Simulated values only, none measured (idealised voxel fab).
process module | voxel lift off
cross-section cut | 155 nm wide | cells 5 nm
A cross-section is a grid of square cells, given in bands from the top down. A band is one or more rows of cells.
Each band's line starts with the height of the band's top and of its bottom, in nm. Then come its materials from left to right, each with its width in nm. One material with "throughout" fills the band from edge to edge. "air" is empty space.
Height 0 is the level under which the wafer as received is all one material. The lowest band goes on downwards, as in "0 down".
A width such as "30 to 40" changes by the same amount from each row of cells to the next, from the band's top row to its bottom row.
"no change" after a step means that no cell of the cross-section changed.
closed voids: empty space of 8 cells or more with no open way to the top, each as width x height at its distance from the left edge, in nm
after a step's settings: what the simulator itself notes on the step
overlay nm, on a step with a mask: how far to the right of its planned place the mask lay; to the left if negative
Each pair below shows a cross-section before one step and the cross-section after it, down to the lowest band that changed. The line under each pair gives the step between them, with its settings. The pairs can come from different runs of this module on the same starting wafer, so a pair continues from the pair above only where its "before" says so.
before
  0 down: Si throughout
  closed voids: none
after
  10 to 0: SiN throughout
  below 0: unchanged
  closed voids: none
the step between: op CONFORMAL_DEP | material SiN | thk nm 10
before: the cross-section after the pair above
after
  35 to 10: resist 30 | air 15 | resist 25 | air 15 | resist 25 | air 15 | resist 30
  below 10: unchanged
  closed voids: none
the step between: op PATTERN | tone open | mask id LINES | material resist | width nm 15 | pitch nm 40 | thk nm 25 | overlay nm 0
before: the cross-section after the pair above
after
  50 to 35: Ru 30 | air 15 | Ru 25 | air 15 | Ru 25 | air 15 | Ru 30
  35 to 25: resist 30 | air 15 | resist 25 | air 15 | resist 25 | air 15 | resist 30
  25 to 10: resist 30 | Ru 15 | resist 25 | Ru 15 | resist 25 | Ru 15 | resist 30
  below 10: unchanged
  closed voids: none
the step between: op DIRECTIONAL_DEP | material Ru | thk nm 15
before: the cross-section after the pair above
after
  25 to 10: air 30 | Ru 15 | air 25 | Ru 15 | air 25 | Ru 15 | air 30
  below 10: unchanged
  closed voids: none
the step between: op STRIP | etch materials resist
before: the cross-section after the pair above
after
  30 to 25: air 25 | SiO2 25 | air 15 | SiO2 25 | air 15 | SiO2 25 | air 25
  25 to 15: air 25 | SiO2 5 | Ru 15 | SiO2 5 | air 15 | SiO2 5 | Ru 15 | SiO2 5 | air 15 | SiO2 5 | Ru 15 | SiO2 5 | air 25
  15 to 10: SiO2 30 | Ru 15 | SiO2 25 | Ru 15 | SiO2 25 | Ru 15 | SiO2 30
  below 10: unchanged
  closed voids: none
the step between: op CONFORMAL_DEP | material SiO2 | thk nm 5
before
  0 down: Si throughout
  closed voids: none
after
  5 to 0: SiN throughout
  below 0: unchanged
  closed voids: none
the step between: op CONFORMAL_DEP | material SiN | thk nm 5
before: the cross-section after the pair above
after
  30 to 5: resist 30 | air 15 | resist 25 | air 15 | resist 25 | air 15 | resist 30
  below 5: unchanged
  closed voids: none
the step between: op PATTERN | tone open | mask id LINES | material resist | width nm 15 | pitch nm 40 | thk nm 25 | overlay nm 0
before: the cross-section after the pair above
after
  45 to 30: Ru 30 | air 15 | Ru 25 | air 15 | Ru 25 | air 15 | Ru 30
  30 to 20: resist 30 | air 15 | resist 25 | air 15 | resist 25 | air 15 | resist 30
  20 to 5: resist 30 | Ru 15 | resist 25 | Ru 15 | resist 25 | Ru 15 | resist 30
  below 5: unchanged
  closed voids: none
the step between: op DIRECTIONAL_DEP | material Ru | thk nm 15
before: the cross-section after the pair above
after
  20 to 5: air 30 | Ru 15 | air 25 | Ru 15 | air 25 | Ru 15 | air 30
  below 5: unchanged
  closed voids: none
the step between: op STRIP | etch materials resist
before: the cross-section after the pair above
after
  25 to 20: air 25 | SiO2 25 | air 15 | SiO2 25 | air 15 | SiO2 25 | air 25
  20 to 10: air 25 | SiO2 5 | Ru 15 | SiO2 5 | air 15 | SiO2 5 | Ru 15 | SiO2 5 | air 15 | SiO2 5 | Ru 15 | SiO2 5 | air 25
  10 to 5: SiO2 30 | Ru 15 | SiO2 25 | Ru 15 | SiO2 25 | Ru 15 | SiO2 30
  below 5: unchanged
  closed voids: none
the step between: op CONFORMAL_DEP | material SiO2 | thk nm 5
before
  10 to 0: SiN throughout
  0 down: Si throughout
  closed voids: none
after
  35 to 10: resist 30 | air 20 | resist 20 | air 20 | resist 20 | air 20 | resist 25
  below 10: unchanged
  closed voids: none
the step between: op PATTERN | tone open | mask id LINES | material resist | width nm 20 | pitch nm 40 | thk nm 25 | overlay nm 0
before: the cross-section after the pair above
after
  50 to 35: Ru 30 | air 20 | Ru 20 | air 20 | Ru 20 | air 20 | Ru 25
  35 to 25: resist 30 | air 20 | resist 20 | air 20 | resist 20 | air 20 | resist 25
  25 to 10: resist 30 | Ru 20 | resist 20 | Ru 20 | resist 20 | Ru 20 | resist 25
  below 10: unchanged
  closed voids: none
the step between: op DIRECTIONAL_DEP | material Ru | thk nm 15
before: the cross-section after the pair above
after
  25 to 10: air 30 | Ru 20 | air 20 | Ru 20 | air 20 | Ru 20 | air 25
  below 10: unchanged
  closed voids: none
the step between: op STRIP | etch materials resist
before: the cross-section after the pair above
after
  30 to 25: air 25 | SiO2 30 | air 10 | SiO2 30 | air 10 | SiO2 30 | air 20
  25 to 15: air 25 | SiO2 5 | Ru 20 | SiO2 5 | air 10 | SiO2 5 | Ru 20 | SiO2 5 | air 10 | SiO2 5 | Ru 20 | SiO2 5 | air 20
  15 to 10: SiO2 30 | Ru 20 | SiO2 20 | Ru 20 | SiO2 20 | Ru 20 | SiO2 25
  below 10: unchanged
  closed voids: none
the step between: op CONFORMAL_DEP | material SiO2 | thk nm 5
before
  10 to 0: SiN throughout
  0 down: Si throughout
  closed voids: none
after
  35 to 10: resist 20 | air 15 | resist 25 | air 15 | resist 25 | air 15 | resist 40
  below 10: unchanged
  closed voids: none
the step between: op PATTERN | tone open | mask id LINES | material resist | width nm 15 | pitch nm 40 | thk nm 25 | overlay nm -10
before: the cross-section after the pair above
after
  50 to 35: Ru 20 | air 15 | Ru 25 | air 15 | Ru 25 | air 15 | Ru 40
  35 to 25: resist 20 | air 15 | resist 25 | air 15 | resist 25 | air 15 | resist 40
  25 to 10: resist 20 | Ru 15 | resist 25 | Ru 15 | resist 25 | Ru 15 | resist 40
  below 10: unchanged
  closed voids: none
the step between: op DIRECTIONAL_DEP | material Ru | thk nm 15
before: the cross-section after the pair above
after
  25 to 10: air 20 | Ru 15 | air 25 | Ru 15 | air 25 | Ru 15 | air 40
  below 10: unchanged
  closed voids: none
the step between: op STRIP | etch materials resist
before: the cross-section after the pair above
after
  30 to 25: air 15 | SiO2 25 | air 15 | SiO2 25 | air 15 | SiO2 25 | air 35
  25 to 15: air 15 | SiO2 5 | Ru 15 | SiO2 5 | air 15 | SiO2 5 | Ru 15 | SiO2 5 | air 15 | SiO2 5 | Ru 15 | SiO2 5 | air 35
  15 to 10: SiO2 20 | Ru 15 | SiO2 25 | Ru 15 | SiO2 25 | Ru 15 | SiO2 40
  below 10: unchanged
  closed voids: none
the step between: op CONFORMAL_DEP | material SiO2 | thk nm 5
before
  35 to 10: resist 30 | air 15 | resist 25 | air 15 | resist 25 | air 15 | resist 30
  10 to 0: SiN throughout
  0 down: Si throughout
  closed voids: none
after
  50 to 35: SiO2 30 | air 15 | SiO2 25 | air 15 | SiO2 25 | air 15 | SiO2 30
  35 to 25: resist 30 | air 15 | resist 25 | air 15 | resist 25 | air 15 | resist 30
  25 to 10: resist 30 | SiO2 15 | resist 25 | SiO2 15 | resist 25 | SiO2 15 | resist 30
  below 10: unchanged
  closed voids: none
the step between: op DIRECTIONAL_DEP | material SiO2 | thk nm 15
before: the cross-section after the pair above
after
  25 to 10: air 30 | SiO2 15 | air 25 | SiO2 15 | air 25 | SiO2 15 | air 30
  below 10: unchanged
  closed voids: none
the step between: op STRIP | etch materials resist
before: the cross-section after the pair above
after
  30 to 15: air 25 | SiO2 25 | air 15 | SiO2 25 | air 15 | SiO2 25 | air 25
  15 to 10: SiO2 throughout
  below 10: unchanged
  closed voids: none
the step between: op CONFORMAL_DEP | material SiO2 | thk nm 5
before
  10 to 0: SiN throughout
  0 down: Si throughout
  closed voids: none
after
  35 to 10: air 30 | resist 15 | air 25 | resist 15 | air 25 | resist 15 | air 30
  below 10: unchanged
  closed voids: none
the step between: op PATTERN | tone cover | mask id LINES | material resist | width nm 15 | pitch nm 40 | thk nm 25 | overlay nm 0
before: the cross-section after the pair above
after
  50 to 35: air 30 | Ru 15 | air 25 | Ru 15 | air 25 | Ru 15 | air 30
  35 to 25: air 30 | resist 15 | air 25 | resist 15 | air 25 | resist 15 | air 30
  25 to 10: Ru 30 | resist 15 | Ru 25 | resist 15 | Ru 25 | resist 15 | Ru 30
  below 10: unchanged
  closed voids: none
the step between: op DIRECTIONAL_DEP | material Ru | thk nm 15
before: the cross-section after the pair above
after
  25 to 10: Ru 30 | air 15 | Ru 25 | air 15 | Ru 25 | air 15 | Ru 30
  below 10: unchanged
  closed voids: none
the step between: op STRIP | etch materials resist
before: the cross-section after the pair above
after
  30 to 25: SiO2 35 | air 5 | SiO2 35 | air 5 | SiO2 35 | air 5 | SiO2 35
  25 to 15: Ru 30 | SiO2 5 | air 5 | SiO2 5 | Ru 25 | SiO2 5 | air 5 | SiO2 5 | Ru 25 | SiO2 5 | air 5 | SiO2 5 | Ru 30
  15 to 10: Ru 30 | SiO2 15 | Ru 25 | SiO2 15 | Ru 25 | SiO2 15 | Ru 30
  below 10: unchanged
  closed voids: none
the step between: op CONFORMAL_DEP | material SiO2 | thk nm 5
